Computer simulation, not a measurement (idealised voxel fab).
This section sets out a process module, namely voxel transistor to metal.
Section shown: cut. Width: 215 nm. Cell size: 5 nm, square.
Heads up, the way a cross-section reads in here is a grid of square cells, handed over as bands from the top down, with every band being one or more rows of cells.
Basically the band line says how high the top is and how high the bottom is, in nm, and then what's in it from left to right, every material with its width in nm. Empty space shows up as "blank", and if a single material carries "full width" it runs the full band edge to edge.
Below 0: as-received wafer, all one material; heights counted from there. Lowest band: no bottom, goes on down, written "0 and below".
Read "30->40" as a graded width: first number on top, second number at the bottom, same change between each pair of neighbouring rows.
Where a step carries "nothing was modified", the cross-section came out of it unchanged, cell for cell.
Look at "Unvented voids" for the closed voids: empty spaces with no open path to the top, sized 8 cells or up. Each is width x height at distance, distance from the left edge, all nm.
Note: text after step settings on the step line = simulator remark on that step.
overlay nm: step with mask; distance mask lay right of planned place; negative value = left of planned place.
Layout of what follows: cross-section pairs, each bracketing one process step, the after cross-section shown only to the lowest band that changed, the step between and its settings noted under each pair. Pairs may originate in different runs of this module on the same starting wafer; a pair continues from the pair above only where its entry headed "Pre-step profile" says so.

Pre-step profile
	0 and below | Si full width
	Unvented voids: none

Post-Process Section
	0 down to -5 | SiO2 full width
	Whatever lies below -5 is exactly as it was before.
	Unvented voids: none
Intermediate step for the cross-sections above: OXIDIZE with depth nm 5

Pre-step profile: the wafer arrives at this step looking as the after cross-section in the pair just above shows it.

Post-Process Section
	15 down to 0 | SiN full width
	Whatever lies below 0 is exactly as it was before.
	Unvented voids: none
Intermediate step for the cross-sections above: CONFORMAL_DEP with material SiN, thk nm 15

Pre-step profile: the wafer arrives at this step looking as the after cross-section in the pair just above shows it.

Post-Process Section
	15 down to 0 | 40 blank | 135 SiN | 40 blank
	Whatever lies below 0 is exactly as it was before.
	Unvented voids: none
Intermediate step for the cross-sections above: MASKED_ETCH with tone cover, mask id ACTIVE, width nm 135, etch materials SiN, depth nm 15, overlay nm 0

Pre-step profile: the wafer arrives at this step looking as the after cross-section in the pair just above shows it.

Post-Process Section
	15 down to 0 | 40 blank | 135 SiN | 40 blank
	0 down to -5 | 40 blank | 135 SiO2 | 40 blank
	Whatever lies below -5 is exactly as it was before.
	Unvented voids: none
Intermediate step for the cross-sections above: MASKED_ETCH with tone cover, mask id ACTIVE, width nm 135, etch materials SiO2, depth nm 5, overlay nm 0

Pre-step profile: the wafer arrives at this step looking as the after cross-section in the pair just above shows it.

Post-Process Section
	15 down to 0 | 40 blank | 135 SiN | 40 blank
	0 down to -5 | 40 blank | 135 SiO2 | 40 blank
	-5 down to -40 | 40 blank | 135 Si | 40 blank
	Whatever lies below -40 is exactly as it was before.
	Unvented voids: none
Intermediate step for the cross-sections above: MASKED_ETCH with tone cover, mask id ACTIVE, width nm 135, etch materials Si, depth nm 35, overlay nm 0

Pre-step profile: the wafer arrives at this step looking as the after cross-section in the pair just above shows it.

Post-Process Section
	15 down to 0 | 40 blank | 135 SiN | 40 blank
	0 down to -5 | 40 blank | 135 SiO2 | 40 blank
	-5 down to -40 | 40 blank | 5 SiO2 | 125 Si | 5 SiO2 | 40 blank
	-40 down to -45 | 45 SiO2 | 125 Si | 45 SiO2
	Whatever lies below -45 is exactly as it was before.
	Unvented voids: none
Intermediate step for the cross-sections above: OXIDIZE with depth nm 5

Pre-step profile: the wafer arrives at this step looking as the after cross-section in the pair just above shows it.

Post-Process Section
	20 down to 15 | SiO2 full width
	15 down to 0 | 40 SiO2 | 135 SiN | 40 SiO2
	0 down to -5 | SiO2 full width
	-5 down to -45 | 45 SiO2 | 125 Si | 45 SiO2
	Whatever lies below -45 is exactly as it was before.
	Unvented voids: none
Intermediate step for the cross-sections above: FILL_DEP with material SiO2, thk nm 5

Pre-step profile: the wafer arrives at this step looking as the after cross-section in the pair just above shows it.

Post-Process Section
	15 down to 0 | 40 SiO2 | 135 SiN | 40 SiO2
	Whatever lies below 0 is exactly as it was before.
	Unvented voids: none
Intermediate step for the cross-sections above: CMP with height nm 15

Pre-step profile: the wafer arrives at this step looking as the after cross-section in the pair just above shows it.

Post-Process Section
	15 down to 5 | 40 blank | 135 SiN | 40 blank
	Whatever lies below 5 is exactly as it was before.
	Unvented voids: none
Intermediate step for the cross-sections above: SELECTIVE_ETCH with etch materials SiO2, depth nm 10

Pre-step profile: the wafer arrives at this step looking as the after cross-section in the pair just above shows it.

Post-Process Section
	5 down to 0 | 40 SiO2 | 135 blank | 40 SiO2
	Whatever lies below 0 is exactly as it was before.
	Unvented voids: none
Intermediate step for the cross-sections above: STRIP with etch materials SiN

Pre-step profile: the wafer arrives at this step looking as the after cross-section in the pair just above shows it.

Post-Process Section
	0 down to -5 | 35 SiO2 | 145 blank | 35 SiO2
	Whatever lies below -5 is exactly as it was before.
	Unvented voids: none
Intermediate step for the cross-sections above: SELECTIVE_ETCH with etch materials SiO2, depth nm 5

Pre-step profile: the wafer arrives at this step looking as the after cross-section in the pair just above shows it.

Post-Process Section
	0 down to -5 | 35 SiO2 | 145 blank | 35 SiO2
	-5 down to -10 | SiO2 full width
	Whatever lies below -10 is exactly as it was before.
	Unvented voids: none
Intermediate step for the cross-sections above: OXIDIZE with depth nm 5

Pre-step profile: the wafer arrives at this step looking as the after cross-section in the pair just above shows it.

Post-Process Section
	25 down to 20 | 35 polySi | 145 blank | 35 polySi
	20 down to 0 | polySi full width
	0 down to -5 | 35 SiO2 | 145 polySi | 35 SiO2
	Whatever lies below -5 is exactly as it was before.
	Unvented voids: none
Intermediate step for the cross-sections above: DIRECTIONAL_DEP with material polySi, thk nm 25

Pre-step profile: the wafer arrives at this step looking as the after cross-section in the pair just above shows it.

Post-Process Section
	35 down to 30 | 35 SiCN | 145 blank | 35 SiCN
	30 down to 25 | SiCN full width
	25 down to 20 | 35 polySi | 145 SiCN | 35 polySi
	Whatever lies below 20 is exactly as it was before.
	Unvented voids: none
Intermediate step for the cross-sections above: DIRECTIONAL_DEP with material SiCN, thk nm 10

Pre-step profile: the wafer arrives at this step looking as the after cross-section in the pair just above shows it.

Post-Process Section
	50 down to 35 | 90 blank | 35 resist | 90 blank
	35 down to 30 | 35 SiCN | 55 blank | 35 resist | 55 blank | 35 SiCN
	Whatever lies below 30 is exactly as it was before.
	Unvented voids: none
Intermediate step for the cross-sections above: PATTERN with tone cover, mask id GATE, material resist, width nm 35, thk nm 15, overlay nm 0

Pre-step profile: the wafer arrives at this step looking as the after cross-section in the pair just above shows it.

Post-Process Section
	50 down to 30 | 90 blank | 35 resist | 90 blank
	30 down to 25 | 90 blank | 35 SiCN | 90 blank
	25 down to 20 | 35 polySi | 55 blank | 35 SiCN | 55 blank | 35 polySi
	Whatever lies below 20 is exactly as it was before.
	Unvented voids: none
Intermediate step for the cross-sections above: DIRECTIONAL_ETCH with etch materials SiCN, depth nm 20

Pre-step profile: the wafer arrives at this step looking as the after cross-section in the pair just above shows it.

Post-Process Section
	50 down to 30 | 90 blank | 35 resist | 90 blank
	30 down to 20 | 90 blank | 35 SiCN | 90 blank
	20 down to 0 | 90 blank | 35 polySi | 90 blank
	0 down to -5 | 35 SiO2 | 55 blank | 35 polySi | 55 blank | 35 SiO2
	Whatever lies below -5 is exactly as it was before.
	Unvented voids: none
Intermediate step for the cross-sections above: DIRECTIONAL_ETCH with etch materials polySi, depth nm 35

Pre-step profile: the wafer arrives at this step looking as the after cross-section in the pair just above shows it.

Post-Process Section
	30 down to 20 | 90 blank | 35 SiCN | 90 blank
	Whatever lies below 20 is exactly as it was before.
	Unvented voids: none
Intermediate step for the cross-sections above: STRIP with etch materials resist

Pre-step profile: the wafer arrives at this step looking as the after cross-section in the pair just above shows it.

Post-Process Section
	35 down to 30 | 85 blank | 45 SiO2 | 85 blank
	30 down to 20 | 85 blank | 5 SiO2 | 35 SiCN | 5 SiO2 | 85 blank
	20 down to 5 | 85 blank | 5 SiO2 | 35 polySi | 5 SiO2 | 85 blank
	5 down to 0 | 40 SiO2 | 45 blank | 5 SiO2 | 35 polySi | 5 SiO2 | 45 blank | 40 SiO2
	0 down to -5 | 90 SiO2 | 35 polySi | 90 SiO2
	Whatever lies below -5 is exactly as it was before.
	Unvented voids: none
Intermediate step for the cross-sections above: CONFORMAL_DEP with material SiO2, thk nm 5

Pre-step profile: the wafer arrives at this step looking as the after cross-section in the pair just above shows it.

Post-Process Section
	30 down to 20 | 85 blank | 5 SiO2 | 35 SiCN | 5 SiO2 | 85 blank
	20 down to 0 | 85 blank | 5 SiO2 | 35 polySi | 5 SiO2 | 85 blank
	0 down to -5 | 40 SiO2 | 45 blank | 5 SiO2 | 35 polySi | 5 SiO2 | 45 blank | 40 SiO2
	Whatever lies below -5 is exactly as it was before.
	Unvented voids: none
Intermediate step for the cross-sections above: DIRECTIONAL_ETCH with etch materials SiO2, depth nm 5

Pre-step profile: the wafer arrives at this step looking as the after cross-section in the pair just above shows it.

Post-Process Section
	35 down to 30 | 80 blank | 55 SiN | 80 blank
	30 down to 20 | 80 blank | 5 SiN | 5 SiO2 | 35 SiCN | 5 SiO2 | 5 SiN | 80 blank
	20 down to 5 | 80 blank | 5 SiN | 5 SiO2 | 35 polySi | 5 SiO2 | 5 SiN | 80 blank
	5 down to 0 | 45 SiN | 35 blank | 5 SiN | 5 SiO2 | 35 polySi | 5 SiO2 | 5 SiN | 35 blank | 45 SiN
	0 down to -5 | 40 SiO2 | 45 SiN | 5 SiO2 | 35 polySi | 5 SiO2 | 45 SiN | 40 SiO2
	Whatever lies below -5 is exactly as it was before.
	Unvented voids: none
Intermediate step for the cross-sections above: CONFORMAL_DEP with material SiN, thk nm 5

Pre-step profile: the wafer arrives at this step looking as the after cross-section in the pair just above shows it.

Post-Process Section
	30 down to 20 | 80 blank | 5 SiN | 5 SiO2 | 35 SiCN | 5 SiO2 | 5 SiN | 80 blank
	20 down to 0 | 80 blank | 5 SiN | 5 SiO2 | 35 polySi | 5 SiO2 | 5 SiN | 80 blank
	0 down to -5 | 40 SiO2 | 5 SiN | 35 blank | 5 SiN | 5 SiO2 | 35 polySi | 5 SiO2 | 5 SiN | 35 blank | 5 SiN | 40 SiO2
	Whatever lies below -5 is exactly as it was before.
	Unvented voids: none
Intermediate step for the cross-sections above: DIRECTIONAL_ETCH with etch materials SiN, depth nm 5

Pre-step profile: the wafer arrives at this step looking as the after cross-section in the pair just above shows it.

Post-Process Section
	30 down to 25 | 80 blank | 5 SiN | 5 blank | 35 SiCN | 5 blank | 5 SiN | 80 blank
	25 down to 20 | 80 blank | 5 SiN | 5 SiO2 | 35 SiCN | 5 SiO2 | 5 SiN | 80 blank
	20 down to 0 | 80 blank | 5 SiN | 5 SiO2 | 35 polySi | 5 SiO2 | 5 SiN | 80 blank
	0 down to -5 | 40 blank | 5 SiN | 35 blank | 5 SiN | 5 SiO2 | 35 polySi | 5 SiO2 | 5 SiN | 35 blank | 5 SiN | 40 blank
	-5 down to -10 | 45 SiO2 | 35 blank | 55 SiO2 | 35 blank | 45 SiO2
	Whatever lies below -10 is exactly as it was before.
	Unvented voids: none
Intermediate step for the cross-sections above: DIRECTIONAL_ETCH with etch materials SiO2, depth nm 5

Pre-step profile: the wafer arrives at this step looking as the after cross-section in the pair just above shows it.

Post-Process Section
	30 down to 25 | 80 blank | 5 SiN | 5 blank | 35 SiCN | 5 blank | 5 SiN | 80 blank
	25 down to 20 | 80 blank | 5 SiN | 5 SiO2 | 35 SiCN | 5 SiO2 | 5 SiN | 80 blank
	20 down to 0 | 80 blank | 5 SiN | 5 SiO2 | 35 polySi | 5 SiO2 | 5 SiN | 80 blank
	0 down to -5 | 40 blank | 5 SiN | 35 blank | 5 SiN | 5 SiO2 | 35 polySi | 5 SiO2 | 5 SiN | 35 blank | 5 SiN | 40 blank
	-5 down to -10 | 45 SiO2 | 35 blank | 55 SiO2 | 35 blank | 45 SiO2
	-10 down to -15 | 45 SiO2 | 35 blank | 55 Si | 35 blank | 45 SiO2
	Whatever lies below -15 is exactly as it was before.
	Unvented voids: none
Intermediate step for the cross-sections above: DIRECTIONAL_ETCH with etch materials Si, depth nm 5

Pre-step profile: the wafer arrives at this step looking as the after cross-section in the pair just above shows it.

Post-Process Section
	30 down to 25 | 80 blank | 5 SiN | 5 blank | 35 SiCN | 5 blank | 5 SiN | 80 blank
	25 down to 20 | 80 blank | 5 SiN | 5 SiO2 | 35 SiCN | 5 SiO2 | 5 SiN | 80 blank
	20 down to 0 | 80 blank | 5 SiN | 5 SiO2 | 35 polySi | 5 SiO2 | 5 SiN | 80 blank
	0 down to -5 | 40 blank | 5 SiN | 35 blank | 5 SiN | 5 SiO2 | 35 polySi | 5 SiO2 | 5 SiN | 35 blank | 5 SiN | 40 blank
	-5 down to -10 | 45 SiO2 | 30 blank | 5 pSi | 55 SiO2 | 5 pSi | 30 blank | 45 SiO2
	-10 down to -15 | 45 SiO2 | 35 pSi | 55 Si | 35 pSi | 45 SiO2
	Whatever lies below -15 is exactly as it was before.
	Unvented voids: none
Intermediate step for the cross-sections above: EPI with material pSi, thk nm 5

Pre-step profile: the wafer arrives at this step looking as the after cross-section in the pair just above shows it.

Post-Process Section
	40 down to 30 | SiO2 full width
	30 down to 20 | 80 SiO2 | 5 SiN | 5 SiO2 | 35 SiCN | 5 SiO2 | 5 SiN | 80 SiO2
	20 down to 0 | 80 SiO2 | 5 SiN | 5 SiO2 | 35 polySi | 5 SiO2 | 5 SiN | 80 SiO2
	0 down to -5 | 40 SiO2 | 5 SiN | 35 SiO2 | 5 SiN | 5 SiO2 | 35 polySi | 5 SiO2 | 5 SiN | 35 SiO2 | 5 SiN | 40 SiO2
	-5 down to -10 | 75 SiO2 | 5 pSi | 55 SiO2 | 5 pSi | 75 SiO2
	Whatever lies below -10 is exactly as it was before.
	Unvented voids: none
Intermediate step for the cross-sections above: FILL_DEP with material SiO2, thk nm 10

Pre-step profile: the wafer arrives at this step looking as the after cross-section in the pair just above shows it.

Post-Process Section
	20 down to 0 | 80 SiO2 | 5 SiN | 5 SiO2 | 35 polySi | 5 SiO2 | 5 SiN | 80 SiO2
	Whatever lies below 0 is exactly as it was before.
	Unvented voids: none
Intermediate step for the cross-sections above: CMP with height nm 20

Pre-step profile: the wafer arrives at this step looking as the after cross-section in the pair just above shows it.

Post-Process Section
	20 down to 0 | 80 SiO2 | 5 SiN | 5 SiO2 | 35 blank | 5 SiO2 | 5 SiN | 80 SiO2
	0 down to -5 | 40 SiO2 | 5 SiN | 35 SiO2 | 5 SiN | 5 SiO2 | 35 blank | 5 SiO2 | 5 SiN | 35 SiO2 | 5 SiN | 40 SiO2
	Whatever lies below -5 is exactly as it was before.
	Unvented voids: none
Intermediate step for the cross-sections above: STRIP with etch materials polySi

Pre-step profile: the wafer arrives at this step looking as the after cross-section in the pair just above shows it.

Post-Process Section
	20 down to 15 | 80 blank | 5 SiN | 45 blank | 5 SiN | 80 blank
	15 down to 0 | 80 SiO2 | 5 SiN | 45 blank | 5 SiN | 80 SiO2
	0 down to -5 | 40 SiO2 | 5 SiN | 35 SiO2 | 5 SiN | 45 blank | 5 SiN | 35 SiO2 | 5 SiN | 40 SiO2
	-5 down to -10 | 75 SiO2 | 5 pSi | 5 SiO2 | 45 blank | 5 SiO2 | 5 pSi | 75 SiO2
	Whatever lies below -10 is exactly as it was before.
	Unvented voids: none
Intermediate step for the cross-sections above: SELECTIVE_ETCH with etch materials SiO2, depth nm 5

Pre-step profile: the wafer arrives at this step looking as the after cross-section in the pair just above shows it.

Post-Process Section
	25 down to 20 | 75 blank | 15 HfO2 | 35 blank | 15 HfO2 | 75 blank
	20 down to 15 | 80 HfO2 | 5 SiN | 5 HfO2 | 35 blank | 5 HfO2 | 5 SiN | 80 HfO2
	15 down to 0 | 80 SiO2 | 5 SiN | 5 HfO2 | 35 blank | 5 HfO2 | 5 SiN | 80 SiO2
	0 down to -5 | 40 SiO2 | 5 SiN | 35 SiO2 | 5 SiN | 5 HfO2 | 35 blank | 5 HfO2 | 5 SiN | 35 SiO2 | 5 SiN | 40 SiO2
	-5 down to -10 | 75 SiO2 | 5 pSi | 5 SiO2 | 45 HfO2 | 5 SiO2 | 5 pSi | 75 SiO2
	Whatever lies below -10 is exactly as it was before.
	Unvented voids: none
Intermediate step for the cross-sections above: CONFORMAL_DEP with material HfO2, thk nm 5

Pre-step profile: the wafer arrives at this step looking as the after cross-section in the pair just above shows it.

Post-Process Section
	30 down to 25 | 70 blank | 25 TiN | 25 blank | 25 TiN | 70 blank
	25 down to 20 | 75 TiN | 15 HfO2 | 5 TiN | 25 blank | 5 TiN | 15 HfO2 | 75 TiN
	20 down to 15 | 80 HfO2 | 5 SiN | 5 HfO2 | 5 TiN | 25 blank | 5 TiN | 5 HfO2 | 5 SiN | 80 HfO2
	15 down to 0 | 80 SiO2 | 5 SiN | 5 HfO2 | 5 TiN | 25 blank | 5 TiN | 5 HfO2 | 5 SiN | 80 SiO2
	0 down to -5 | 40 SiO2 | 5 SiN | 35 SiO2 | 5 SiN | 5 HfO2 | 35 TiN | 5 HfO2 | 5 SiN | 35 SiO2 | 5 SiN | 40 SiO2
	Whatever lies below -5 is exactly as it was before.
	Unvented voids: none
Intermediate step for the cross-sections above: CONFORMAL_DEP with material TiN, thk nm 5

Pre-step profile: the wafer arrives at this step looking as the after cross-section in the pair just above shows it.

Post-Process Section
	35 down to 30 | W full width
	30 down to 25 | 70 W | 25 TiN | 25 W | 25 TiN | 70 W
	25 down to 20 | 75 TiN | 15 HfO2 | 5 TiN | 25 W | 5 TiN | 15 HfO2 | 75 TiN
	20 down to 15 | 80 HfO2 | 5 SiN | 5 HfO2 | 5 TiN | 25 W | 5 TiN | 5 HfO2 | 5 SiN | 80 HfO2
	15 down to 0 | 80 SiO2 | 5 SiN | 5 HfO2 | 5 TiN | 25 W | 5 TiN | 5 HfO2 | 5 SiN | 80 SiO2
	Whatever lies below 0 is exactly as it was before.
	Unvented voids: none
Intermediate step for the cross-sections above: FILL_DEP with material W, thk nm 5

Pre-step profile: the wafer arrives at this step looking as the after cross-section in the pair just above shows it.

Post-Process Section
	15 down to 0 | 80 SiO2 | 5 SiN | 5 HfO2 | 5 TiN | 25 W | 5 TiN | 5 HfO2 | 5 SiN | 80 SiO2
	Whatever lies below 0 is exactly as it was before.
	Unvented voids: none
Intermediate step for the cross-sections above: CMP with height nm 15

Pre-step profile: the wafer arrives at this step looking as the after cross-section in the pair just above shows it.

Post-Process Section
	30 down to 15 | SiO2 full width
	Whatever lies below 15 is exactly as it was before.
	Unvented voids: none
Intermediate step for the cross-sections above: DIRECTIONAL_DEP with material SiO2, thk nm 15

Pre-step profile: the wafer arrives at this step looking as the after cross-section in the pair just above shows it.

Post-Process Section
	30 down to 15 | 50 SiO2 | 20 blank | 75 SiO2 | 20 blank | 50 SiO2
	15 down to 0 | 50 SiO2 | 20 blank | 10 SiO2 | 5 SiN | 5 HfO2 | 5 TiN | 25 W | 5 TiN | 5 HfO2 | 5 SiN | 10 SiO2 | 20 blank | 50 SiO2
	0 down to -5 | 40 SiO2 | 5 SiN | 5 SiO2 | 20 blank | 10 SiO2 | 5 SiN | 5 HfO2 | 35 TiN | 5 HfO2 | 5 SiN | 10 SiO2 | 20 blank | 5 SiO2 | 5 SiN | 40 SiO2
	-5 down to -10 | 50 SiO2 | 20 blank | 5 SiO2 | 5 pSi | 5 SiO2 | 45 HfO2 | 5 SiO2 | 5 pSi | 5 SiO2 | 20 blank | 50 SiO2
	Whatever lies below -10 is exactly as it was before.
	Unvented voids: none
Intermediate step for the cross-sections above: MASKED_ETCH with tone open, mask id CONTACT, width nm 20, pitch nm 95, etch materials SiO2, depth nm 40, overlay nm 0

Pre-step profile: the wafer arrives at this step looking as the after cross-section in the pair just above shows it.

Post-Process Section
	35 down to 30 | 55 TiN | 10 blank | 85 TiN | 10 blank | 55 TiN
	30 down to 15 | 50 SiO2 | 5 TiN | 10 blank | 5 TiN | 75 SiO2 | 5 TiN | 10 blank | 5 TiN | 50 SiO2
	15 down to 0 | 50 SiO2 | 5 TiN | 10 blank | 5 TiN | 10 SiO2 | 5 SiN | 5 HfO2 | 5 TiN | 25 W | 5 TiN | 5 HfO2 | 5 SiN | 10 SiO2 | 5 TiN | 10 blank | 5 TiN | 50 SiO2
	0 down to -5 | 40 SiO2 | 5 SiN | 5 SiO2 | 5 TiN | 10 blank | 5 TiN | 10 SiO2 | 5 SiN | 5 HfO2 | 35 TiN | 5 HfO2 | 5 SiN | 10 SiO2 | 5 TiN | 10 blank | 5 TiN | 5 SiO2 | 5 SiN | 40 SiO2
	-5 down to -10 | 50 SiO2 | 20 TiN | 5 SiO2 | 5 pSi | 5 SiO2 | 45 HfO2 | 5 SiO2 | 5 pSi | 5 SiO2 | 20 TiN | 50 SiO2
	Whatever lies below -10 is exactly as it was before.
	Unvented voids: none
Intermediate step for the cross-sections above: CONFORMAL_DEP with material TiN, thk nm 5

Pre-step profile: the wafer arrives at this step looking as the after cross-section in the pair just above shows it.

Post-Process Section
	45 down to 35 | Ru full width
	35 down to 30 | 55 TiN | 10 Ru | 85 TiN | 10 Ru | 55 TiN
	30 down to 15 | 50 SiO2 | 5 TiN | 10 Ru | 5 TiN | 75 SiO2 | 5 TiN | 10 Ru | 5 TiN | 50 SiO2
	15 down to 0 | 50 SiO2 | 5 TiN | 10 Ru | 5 TiN | 10 SiO2 | 5 SiN | 5 HfO2 | 5 TiN | 25 W | 5 TiN | 5 HfO2 | 5 SiN | 10 SiO2 | 5 TiN | 10 Ru | 5 TiN | 50 SiO2
	0 down to -5 | 40 SiO2 | 5 SiN | 5 SiO2 | 5 TiN | 10 Ru | 5 TiN | 10 SiO2 | 5 SiN | 5 HfO2 | 35 TiN | 5 HfO2 | 5 SiN | 10 SiO2 | 5 TiN | 10 Ru | 5 TiN | 5 SiO2 | 5 SiN | 40 SiO2
	Whatever lies below -5 is exactly as it was before.
	Unvented voids: none
Intermediate step for the cross-sections above: FILL_DEP with material Ru, thk nm 10

Pre-step profile: the wafer arrives at this step looking as the after cross-section in the pair just above shows it.

Post-Process Section
	30 down to 15 | 50 SiO2 | 5 TiN | 10 Ru | 5 TiN | 75 SiO2 | 5 TiN | 10 Ru | 5 TiN | 50 SiO2
	Whatever lies below 15 is exactly as it was before.
	Unvented voids: none
Intermediate step for the cross-sections above: CMP with height nm 30

Pre-step profile: the wafer arrives at this step looking as the after cross-section in the pair just above shows it.

Post-Process Section
	35 down to 30 | TiN full width
	Whatever lies below 30 is exactly as it was before.
	Unvented voids: none
Intermediate step for the cross-sections above: DIRECTIONAL_DEP with material TiN, thk nm 5

Pre-step profile: the wafer arrives at this step looking as the after cross-section in the pair just above shows it.

Post-Process Section
	55 down to 35 | W full width
	Whatever lies below 35 is exactly as it was before.
	Unvented voids: none
Intermediate step for the cross-sections above: DIRECTIONAL_DEP with material W, thk nm 20

Pre-step profile: the wafer arrives at this step looking as the after cross-section in the pair just above shows it.

Post-Process Section
	70 down to 55 | 50 blank | 20 resist | 75 blank | 20 resist | 50 blank
	Whatever lies below 55 is exactly as it was before.
	Unvented voids: none
Intermediate step for the cross-sections above: PATTERN with tone cover, mask id METAL_1, material resist, width nm 20, pitch nm 95, thk nm 15, overlay nm 0

Pre-step profile: the wafer arrives at this step looking as the after cross-section in the pair just above shows it.

Post-Process Section
	70 down to 55 | 50 blank | 20 resist | 75 blank | 20 resist | 50 blank
	55 down to 35 | 50 blank | 20 W | 75 blank | 20 W | 50 blank
	Whatever lies below 35 is exactly as it was before.
	Unvented voids: none
Intermediate step for the cross-sections above: DIRECTIONAL_ETCH with etch materials W, depth nm 20

Pre-step profile: the wafer arrives at this step looking as the after cross-section in the pair just above shows it.

Post-Process Section
	70 down to 55 | 50 blank | 20 resist | 75 blank | 20 resist | 50 blank
	55 down to 35 | 50 blank | 20 W | 75 blank | 20 W | 50 blank
	35 down to 30 | 50 blank | 20 TiN | 75 blank | 20 TiN | 50 blank
	Whatever lies below 30 is exactly as it was before.
	Unvented voids: none
Intermediate step for the cross-sections above: DIRECTIONAL_ETCH with etch materials TiN, depth nm 5

Pre-step profile: the wafer arrives at this step looking as the after cross-section in the pair just above shows it.

Post-Process Section
	55 down to 35 | 50 blank | 20 W | 75 blank | 20 W | 50 blank
	Whatever lies below 35 is exactly as it was before.
	Unvented voids: none
Intermediate step for the cross-sections above: STRIP with etch materials resist

Pre-step profile: the wafer arrives at this step looking as the after cross-section in the pair just above shows it.

Post-Process Section
	60 down to 55 | 45 blank | 30 SiCN | 65 blank | 30 SiCN | 45 blank
	55 down to 35 | 45 blank | 5 SiCN | 20 W | 5 SiCN | 65 blank | 5 SiCN | 20 W | 5 SiCN | 45 blank
	35 down to 30 | 50 SiCN | 20 TiN | 75 SiCN | 20 TiN | 50 SiCN
	Whatever lies below 30 is exactly as it was before.
	Unvented voids: none
Intermediate step for the cross-sections above: CONFORMAL_DEP with material SiCN, thk nm 5

Pre-step profile: the wafer arrives at this step looking as the after cross-section in the pair just above shows it.

Post-Process Section
	65 down to 60 | lowk full width
	60 down to 55 | 45 lowk | 30 SiCN | 65 lowk | 30 SiCN | 45 lowk
	55 down to 35 | 45 lowk | 5 SiCN | 20 W | 5 SiCN | 65 lowk | 5 SiCN | 20 W | 5 SiCN | 45 lowk
	Whatever lies below 35 is exactly as it was before.
	Unvented voids: none
Intermediate step for the cross-sections above: FILL_DEP with material lowk, thk nm 5

Pre-step profile: the wafer arrives at this step looking as the after cross-section in the pair just above shows it.

Post-Process Section
	55 down to 35 | 45 lowk | 5 SiCN | 20 W | 5 SiCN | 65 lowk | 5 SiCN | 20 W | 5 SiCN | 45 lowk
	Whatever lies below 35 is exactly as it was before.
	Unvented voids: none
Intermediate step for the cross-sections above: CMP with height nm 55

Pre-step profile: the wafer arrives at this step looking as the after cross-section in the pair just above shows it.

Post-Process Section
	60 down to 55 | SiCN full width
	Whatever lies below 55 is exactly as it was before.
	Unvented voids: none
Intermediate step for the cross-sections above: CONFORMAL_DEP with material SiCN, thk nm 5

Pre-step profile: the wafer arrives at this step looking as the after cross-section in the pair just above shows it.

Post-Process Section
	85 down to 60 | lowk full width
	Whatever lies below 60 is exactly as it was before.
	Unvented voids: none
Intermediate step for the cross-sections above: DIRECTIONAL_DEP with material lowk, thk nm 25

Pre-step profile: the wafer arrives at this step looking as the after cross-section in the pair just above shows it.

Post-Process Section
	105 down to 85 | 50 resist | 15 blank | 80 resist | 15 blank | 55 resist
	Whatever lies below 85 is exactly as it was before.
	Unvented voids: none
Intermediate step for the cross-sections above: PATTERN with tone open, mask id METAL_2_HOLES, material resist, width nm 15, pitch nm 95, thk nm 20, overlay nm 0

Pre-step profile: the wafer arrives at this step looking as the after cross-section in the pair just above shows it.

Post-Process Section
	105 down to 85 | 50 resist | 15 blank | 80 resist | 15 blank | 55 resist
	85 down to 60 | 50 lowk | 15 blank | 80 lowk | 15 blank | 55 lowk
	Whatever lies below 60 is exactly as it was before.
	Unvented voids: none
Intermediate step for the cross-sections above: DIRECTIONAL_ETCH with etch materials lowk, depth nm 25

Pre-step profile: the wafer arrives at this step looking as the after cross-section in the pair just above shows it.

Post-Process Section
	85 down to 60 | 50 lowk | 15 blank | 80 lowk | 15 blank | 55 lowk
	Whatever lies below 60 is exactly as it was before.
	Unvented voids: none
Intermediate step for the cross-sections above: STRIP with etch materials resist

Pre-step profile: the wafer arrives at this step looking as the after cross-section in the pair just above shows it.

Post-Process Section
	95 down to 85 | 50 aC | 15 blank | 80 aC | 15 blank | 55 aC
	85 down to 70 | 50 lowk | 15 blank | 80 lowk | 15 blank | 55 lowk
	70 down to 60 | 50 lowk | 15 aC | 80 lowk | 15 aC | 55 lowk
	Whatever lies below 60 is exactly as it was before.
	Unvented voids: none
Intermediate step for the cross-sections above: DIRECTIONAL_DEP with material aC, thk nm 10

Pre-step profile: the wafer arrives at this step looking as the after cross-section in the pair just above shows it.

Post-Process Section
	120 down to 95 | 50 resist | 20 blank | 75 resist | 20 blank | 50 resist
	Whatever lies below 95 is exactly as it was before.
	Unvented voids: none
Intermediate step for the cross-sections above: PATTERN with tone open, mask id METAL_2, material resist, width nm 20, pitch nm 95, thk nm 25, overlay nm 0

Pre-step profile: the wafer arrives at this step looking as the after cross-section in the pair just above shows it.

Post-Process Section
	110 down to 95 | 50 resist | 20 blank | 75 resist | 20 blank | 50 resist
	95 down to 85 | 50 aC | 20 blank | 75 aC | 20 blank | 50 aC
	85 down to 60 | 50 lowk | 15 blank | 80 lowk | 15 blank | 55 lowk
	Whatever lies below 60 is exactly as it was before.
	Unvented voids: none
Intermediate step for the cross-sections above: DIRECTIONAL_ETCH with etch materials aC, depth nm 10

Pre-step profile: the wafer arrives at this step looking as the after cross-section in the pair just above shows it.

Post-Process Section
	95 down to 85 | 50 aC | 20 blank | 75 aC | 20 blank | 50 aC
	Whatever lies below 85 is exactly as it was before.
	Unvented voids: none
Intermediate step for the cross-sections above: STRIP with etch materials resist

Pre-step profile: the wafer arrives at this step looking as the after cross-section in the pair just above shows it.

Post-Process Section
	95 down to 85 | 50 aC | 20 blank | 75 aC | 20 blank | 50 aC
	85 down to 70 | 50 lowk | 20 blank | 75 lowk | 20 blank | 50 lowk
	Whatever lies below 70 is exactly as it was before.
	Unvented voids: none
Intermediate step for the cross-sections above: DIRECTIONAL_ETCH with etch materials lowk, depth nm 15

Pre-step profile: the wafer arrives at this step looking as the after cross-section in the pair just above shows it.

Post-Process Section
	95 down to 85 | 50 aC | 20 blank | 75 aC | 20 blank | 50 aC
	85 down to 70 | 50 lowk | 20 blank | 75 lowk | 20 blank | 50 lowk
	70 down to 60 | 50 lowk | 15 blank | 80 lowk | 15 blank | 55 lowk
	60 down to 55 | 50 SiCN | 15 blank | 80 SiCN | 15 blank | 55 SiCN
	Whatever lies below 55 is exactly as it was before.
	Unvented voids: none
Intermediate step for the cross-sections above: DIRECTIONAL_ETCH with etch materials SiCN, depth nm 5

Pre-step profile: the wafer arrives at this step looking as the after cross-section in the pair just above shows it.

Post-Process Section
	85 down to 70 | 50 lowk | 20 blank | 75 lowk | 20 blank | 50 lowk
	Whatever lies below 70 is exactly as it was before.
	Unvented voids: none
Intermediate step for the cross-sections above: STRIP with etch materials aC
